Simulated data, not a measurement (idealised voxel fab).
process module | voxel self aligned contacts
cross-section cut | 290 nm wide | cells 5 nm
A cross-section is a grid of square cells, given in bands from the top down. A band is one or more rows of cells.
Each band's line starts with the height of the band's top and of its bottom, in nm. Then come its materials from left to right, each with its width in nm. One material with "throughout" fills the band from edge to edge. "air" is empty space.
Height 0 is the level under which the wafer as received is all one material. The lowest band goes on downwards, as in "0 down".
A width such as "30 to 40" changes by the same amount from each row of cells to the next, from the band's top row to its bottom row.
"no change" after a step means that no cell of the cross-section changed.
closed voids: empty space of 8 cells or more with no open way to the top, each as width x height at its distance from the left edge, in nm
after a step's settings: what the simulator itself notes on the step
overlay nm, on a step with a mask: how far to the right of its planned place the mask lay; to the left if negative
plan
1 op RECEIVE | material Si
2 op CONFORMAL_DEP | material SiO2 | thk nm 5
3 op DIRECTIONAL_DEP | material polySi | thk nm 30
4 op DIRECTIONAL_DEP | material SiN | thk nm 15
5 op DIRECTIONAL_DEP | material aC | thk nm 10
6 op PATTERN | tone cover | mask id GATE | material resist | width nm 35 | pitch nm 70 | thk nm 25 | overlay nm 0
7 op DIRECTIONAL_ETCH | etch materials aC | depth nm 10
8 op STRIP | etch materials resist
9 op DIRECTIONAL_ETCH | etch materials SiN | depth nm 15
10 op DIRECTIONAL_ETCH | etch materials polySi | depth nm 30
11 op STRIP | etch materials aC
12 op CONFORMAL_DEP | material SiN | thk nm 5
13 op DIRECTIONAL_ETCH | etch materials SiN | depth nm 5
14 op FILL_DEP | material SiO2 | thk nm 15
15 op CMP | height nm 60
16 op PATTERN | tone open | mask id CONTACT | material resist | width nm 55 | thk nm 15 | overlay nm 0
17 op DIRECTIONAL_ETCH | etch materials SiO2 | depth nm 60
18 op STRIP | etch materials resist
19 op CONFORMAL_DEP | material TiN | thk nm 5
20 op FILL_DEP | material W | thk nm 10
21 op CMP | height nm 60
22 op CONFORMAL_DEP | material SiN | thk nm 5
as received, after step 1
  0 down: Si throughout
  closed voids: none
a wafer at the end: this start, this plan, one mistake
  65 to 60: SiN throughout
  60 to 50: SiO2 120 | TiN 5 to 15 | W 45 to 15 | TiN 5 to 25 | SiO2 115
  50 to 35: SiO2 85 | SiN 45 | TiN 5 | W 15 | TiN 5 | SiN 45 | SiO2 90
  35 to 5: SiO2 85 | SiN 5 | polySi 35 | SiN 5 | TiN 5 | W 15 | TiN 5 | SiN 5 | polySi 35 | SiN 5 | SiO2 90
  5 to 0: SiO2 130 | TiN 25 | SiO2 135
  0 down: Si throughout
  closed voids: none
what went wrong: step 16 ran as: op PATTERN | tone open | mask id CONTACT | material resist | width nm 55 | thk nm 15 | overlay nm 5
